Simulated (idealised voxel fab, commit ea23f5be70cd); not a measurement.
You're looking at the process module voxel self aligned vias.
Each square cell in cross-section cut measures 5 nm, and the section as a whole is 270 nm wide.
Each cross-section below is a grid of square cells, stated as bands in top-down order, with one or more rows of cells making up each band.
Quick guide to a band line: top height, bottom height (nm) up front; then every material left to right with its width in nm. Only one material and it's marked "everywhere"? Then it fills the band edge to edge. And "empty" just means empty space.
Beneath 0, the wafer as received is one material, and that level is where height counting begins. The lowest band goes on downward without a bottom; it is written like "0..down".
Width "30->40": first value at the band's top row of cells, second value at its bottom row, equal change from row to row.
"identical to before" -> step changed no cross-section cell.
You'll see "Cavities, sealed" listing empty spaces that have no way open to the top, as long as they're 8 cells or more; the notation is width x height at distance, where the distance is from the left edge, and all of it is in nm.
Whatever follows a step's settings on its line is a remark the simulator itself makes about that step.
overlay nm: mask right of planned place by this much (step with mask). Neg. = left.

PLAN
1,RECEIVE with material Si
2,CONFORMAL_DEP with material SiO2, thk nm 10
3,CONFORMAL_DEP with material SiCN, thk nm 5
4,DIRECTIONAL_DEP with material SiO2, thk nm 20
5,MASKED_ETCH with tone open, mask id LINES, width nm 30, pitch nm 60, etch materials SiO2, depth nm 20, overlay nm 0
6,CONFORMAL_DEP with material TiN, thk nm 5
7,FILL_DEP with material Ru, thk nm 10
8,CMP with height nm 35
9,SELECTIVE_ETCH with etch materials W Ru TiN, depth nm 10
10,FILL_DEP with material SiN, thk nm 10
11,CMP with height nm 35
12,DIRECTIONAL_DEP with material SiO2, thk nm 15
13,MASKED_ETCH with tone open, mask id VIAS, width nm 40, etch materials SiO2, depth nm 15, overlay nm 0
14,MASKED_ETCH with tone open, mask id VIAS, width nm 40, etch materials SiN, depth nm 10, overlay nm 0
15,CONFORMAL_DEP with material TiN, thk nm 5
16,FILL_DEP with material Ru, thk nm 10
17,CMP with height nm 50
18,CONFORMAL_DEP with material SiN, thk nm 5

CROSS-SECTION OF THE WAFER UPON ARRIVAL, REPRESENTING THE STATE REACHED AFTER STEP 1
  0..down: Si everywhere
  Cavities, sealed: none

WAFER AT MODULE END, IN SECTION. BEGAN AS ABOVE, PLANNED AS ABOVE, RUN WITH ONE MISTAKE
  55..50: SiN everywhere
  50..40: SiO2: 85  TiN: 5  Ru: 30  TiN: 5  SiO2: 145
  40..35: SiO2: 85  TiN: 40  SiO2: 145
  35..30: SiCN everywhere
  30..0: SiO2 everywhere
  0..down: Si everywhere
  Cavities, sealed: none
The plan and the run diverged here: the intended sequence of steps 3 and 4 was reversed during processing, with each occupying the position of the other
